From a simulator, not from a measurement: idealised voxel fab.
The process module presented herein is designated voxel capacitor over wiring.
Section shown: cut. Width: 145 nm. Cell size: 5 nm, square.
Square cells in a grid make up a cross-section in this document, and the grid is given as bands, listed from the top down, each one or more rows of cells.
The band entry comprises the height of the band's top followed by the height of its bottom, expressed in nm, and subsequently the band's materials from left to right, each stated together with its width in nm. Where a single material is marked with the word "everywhere", that material fills the band from edge to edge. The word "empty" represents empty space.
Beneath 0, the wafer as received is one material, and that level is where height counting begins. The lowest band goes on downward without a bottom; it is written like "from 0 down".
It should be noted that a width expressed as "30..40" varies in equal increments from row to row of cells within the band, taking the value of the first number at the top row and that of the second number at the bottom row.
Any step labelled "same as before" changed none of the cells in the cross-section.
Closed-off voids of 8+ cells (no open route to the top) go in "Cavities, closed", written width x height at distance from the left edge, in nm.
Note: text after step settings on the step line = simulator remark on that step.
For masked steps, "overlay nm" on the step line gives how far right of plan the mask actually lay; a minus sign means it lay to the left.
Steps planned for the process
1 op RECEIVE | material Si
2 op CONFORMAL_DEP | material SiO2 | thk nm 15
3 op DIRECTIONAL_DEP | material TiN | thk nm 5
4 op DIRECTIONAL_DEP | material Ru | thk nm 15
5 op PATTERN | tone cover | mask id METAL_1 | material resist | width nm 25 | pitch nm 75 | thk nm 20 | overlay nm 0
6 op DIRECTIONAL_ETCH | etch materials Ru | depth nm 15
7 op DIRECTIONAL_ETCH | etch materials TiN | depth nm 5
8 op STRIP | etch materials resist
9 op FILL_DEP | material SiO2 | thk nm 10
10 op CMP | height nm 35
11 op CONFORMAL_DEP | material SiCN | thk nm 5
12 op DIRECTIONAL_DEP | material SiO2 | thk nm 10
13 op DIRECTIONAL_DEP | material aC | thk nm 15
14 op PATTERN | tone open | mask id PLUG_1 | material resist | width nm 15 | thk nm 30 | overlay nm 0
15 op DIRECTIONAL_ETCH | etch materials aC | depth nm 15
16 op STRIP | etch materials resist
17 op DIRECTIONAL_ETCH | etch materials SiO2 | depth nm 10
18 op DIRECTIONAL_ETCH | etch materials SiCN | depth nm 5
19 op STRIP | etch materials aC
20 op CONFORMAL_DEP | material TiN | thk nm 5
21 op FILL_DEP | material W | thk nm 5
22 op CMP | height nm 50
23 op DIRECTIONAL_DEP | material TiN | thk nm 5
24 op DIRECTIONAL_DEP | material Al2O3 | thk nm 5
25 op DIRECTIONAL_DEP | material TiN | thk nm 10
26 op DIRECTIONAL_DEP | material aC | thk nm 10
27 op PATTERN | tone cover | mask id UPPER_PLATE | material resist | width nm 55 | thk nm 25 | overlay nm 0
28 op DIRECTIONAL_ETCH | etch materials aC | depth nm 10
29 op STRIP | etch materials resist
30 op DIRECTIONAL_ETCH | etch materials TiN | depth nm 10
31 op DIRECTIONAL_ETCH | etch materials Al2O3 | depth nm 5
32 op STRIP | etch materials aC
33 op PATTERN | tone cover | mask id LOWER_PLATE | material resist | width nm 65 | thk nm 15 | overlay nm 0
34 op DIRECTIONAL_ETCH | etch materials TiN | depth nm 5
35 op STRIP | etch materials resist
36 op FILL_DEP | material SiO2 | thk nm 20
37 op CMP | height nm 85
38 op PATTERN | tone open | mask id PLUG_2 | material resist | width nm 15 | thk nm 20 | overlay nm 0
39 op DIRECTIONAL_ETCH | etch materials SiO2 | depth nm 15
40 op STRIP | etch materials resist
41 op CONFORMAL_DEP | material TiN | thk nm 5
42 op FILL_DEP | material Ru | thk nm 5
43 op CMP | height nm 85
44 op CONFORMAL_DEP | material SiN | thk nm 5
Step 1 complete: cross-section of the wafer as received
> from 0 down  Si everywhere
> Cavities, closed: none
End-of-module cross-section of the first of two wafers, processed as planned
> from 90 to 85  SiN everywhere
> from 85 to 75  SiO2 40, then TiN 5, then Ru 5, then TiN 5, then SiO2 90
> from 75 to 70  SiO2 40, then TiN 15, then SiO2 90
> from 70 to 60  SiO2 30, then TiN 55, then SiO2 60
> from 60 to 55  SiO2 30, then Al2O3 55, then SiO2 60
> from 55 to 50  SiO2 25, then TiN 65, then SiO2 55
> from 50 to 40  SiO2 30, then TiN 5, then W 5, then TiN 5, then SiO2 100
> from 40 to 35  SiCN 30, then TiN 15, then SiCN 100
> from 35 to 20  SiO2 20, then Ru 25, then SiO2 50, then Ru 25, then SiO2 25
> from 20 to 15  SiO2 20, then TiN 25, then SiO2 50, then TiN 25, then SiO2 25
> from 15 to 0  SiO2 everywhere
> from 0 down  Si everywhere
> Cavities, closed: none
Here's the second of our two wafers sectioned at module end. Same start as the first, same plan, but one mistake got made running it
> from 90 to 85  SiN everywhere
> from 85 to 75  SiO2 40, then TiN 5, then Ru 5, then TiN 5, then SiO2 90
> from 75 to 70  SiO2 40, then TiN 15, then SiO2 90
> from 70 to 60  SiO2 30, then TiN 55, then SiO2 60
> from 60 to 55  SiO2 30, then Al2O3 55, then SiO2 60
> from 55 to 50  SiO2 25, then TiN 65, then SiO2 55
> from 50 to 40  SiO2 30, then TiN 5, then W 5, then TiN 5, then SiO2 100
> from 40 to 35  SiCN 30, then TiN 15, then SiCN 100
> from 35 to 30  SiO2 everywhere
> from 30 to 15  SiO2 20, then Ru 25, then SiO2 50, then Ru 25, then SiO2 25
> from 15 to 0  SiO2 everywhere
> from 0 down  Si everywhere
> Cavities, closed: none
Misprocessing identified: execution of step 3 of the plan did not take place, the step having been omitted
Materials where the second wafer ends with more or fewer cells than the first: SiO2 +10; TiN -10
